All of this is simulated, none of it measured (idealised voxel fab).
Process module, titled voxel self aligned contacts
FYI the section here is cut, 230 nm wide, cells are 5 nm squares.
Heads up, the way a cross-section reads in here is a grid of square cells, handed over as bands from the top down, with every band being one or more rows of cells. For a band, the entry starts with two heights in nm, that of the top and then that of the bottom, and carries on with the band's materials in order from left to right, each alongside its width in nm; the word "all across" beside a single material means it fills the band edge to edge, and "air" means empty space. Convention: height 0 is the level below which the wafer, as received, is all one material. The lowest band does not terminate at the bottom but continues downward, represented as "z 0 and below". Quick explanation for "30->40": the width changes in equal steps down the rows of cells, from the first number in the band's top row to the second number in its bottom row. Basically "nothing got changed" means that step didn't change any cell in the cross-section. Empty spaces without an open route to the top, at least 8 cells in extent, make up the entry "Entrapped void list"; each is given as width x height at distance, where the distance is measured from the left edge, and all are in nm. after a step's settings: what the simulator itself notes on the step. overlay nm: mask offset rightward from planned place, masked step; negative means leftward offset.

Process steps foreseen in the plan
step 1: op RECEIVE | material Si
step 2: op OXIDIZE | depth nm 5
step 3: op DIRECTIONAL_DEP | material polySi | thk nm 30
step 4: op DIRECTIONAL_DEP | material SiN | thk nm 20
step 5: op DIRECTIONAL_DEP | material aC | thk nm 15
step 6: op PATTERN | tone cover | mask id GATE | material resist | width nm 25 | pitch nm 50 | thk nm 30 | overlay nm 0
step 7: op DIRECTIONAL_ETCH | etch materials aC | depth nm 15
step 8: op STRIP | etch materials resist
step 9: op DIRECTIONAL_ETCH | etch materials SiN | depth nm 20
step 10: op DIRECTIONAL_ETCH | etch materials polySi | depth nm 30
step 11: op STRIP | etch materials aC
step 12: op CONFORMAL_DEP | material SiN | thk nm 5
step 13: op DIRECTIONAL_ETCH | etch materials SiN | depth nm 5
step 14: op FILL_DEP | material SiO2 | thk nm 20
step 15: op CMP | height nm 60
step 16: op PATTERN | tone open | mask id CONTACT | material resist | width nm 35 | thk nm 15 | overlay nm 0
step 17: op DIRECTIONAL_ETCH | etch materials SiO2 | depth nm 65
step 18: op STRIP | etch materials resist
step 19: op CONFORMAL_DEP | material TiN | thk nm 5
step 20: op FILL_DEP | material Ru | thk nm 5
step 21: op CMP | height nm 60
step 22: op CONFORMAL_DEP | material SiCN | thk nm 5

Cross-section, incoming material, after step 1
> z 0 and below: Si all across
> Entrapped void list: none

Cross-sectional view of the first of the two wafers upon completion of the module, processed in accordance with the plan
> z 65 to 60: SiCN all across
> z 60 to 50: SiO2 95 nm / TiN 5->15 nm / Ru 25->5 nm / TiN 5->15 nm / SiO2 100 nm
> z 50 to 30: SiO2 70 nm / SiN 35 nm / TiN 5 nm / Ru 5 nm / TiN 5 nm / SiN 35 nm / SiO2 75 nm
> z 30 to 0: SiO2 70 nm / SiN 5 nm / polySi 25 nm / SiN 5 nm / TiN 5 nm / Ru 5 nm / TiN 5 nm / SiN 5 nm / polySi 25 nm / SiN 5 nm / SiO2 75 nm
> z 0 to -5: SiO2 105 nm / TiN 15 nm / SiO2 110 nm
> z -5 and below: Si all across
> Entrapped void list: none

This cross-section belongs to the second wafer of two at the end of the module; the start and the plan were shared with the first, and the run included one mistake
> z 65 to 60: SiCN all across
> z 60 to 50: SiO2 95 nm / TiN 5->25 nm / Ru 25->5 nm / TiN 5 nm / SiO2 100 nm
> z 50 to 30: SiO2 80 nm / SiN 35 nm / TiN 5 nm / Ru 5 nm / TiN 5 nm / SiN 35 nm / SiO2 65 nm
> z 30 to 0: SiO2 80 nm / SiN 5 nm / polySi 25 nm / SiN 5 nm / TiN 5 nm / Ru 5 nm / TiN 5 nm / SiN 5 nm / polySi 25 nm / SiN 5 nm / SiO2 65 nm
> z 0 to -5: SiO2 115 nm / TiN 15 nm / SiO2 100 nm
> z -5 and below: Si all across
> Entrapped void list: none
The plan and the run diverged here: for step 6, the planned setting was not used; the step was instead run as op PATTERN | tone cover | mask id GATE | material resist | width nm 25 | pitch nm 50 | thk nm 30 | overlay nm 10
End check, second vs first wafer: material counts in cells match, positions do not.
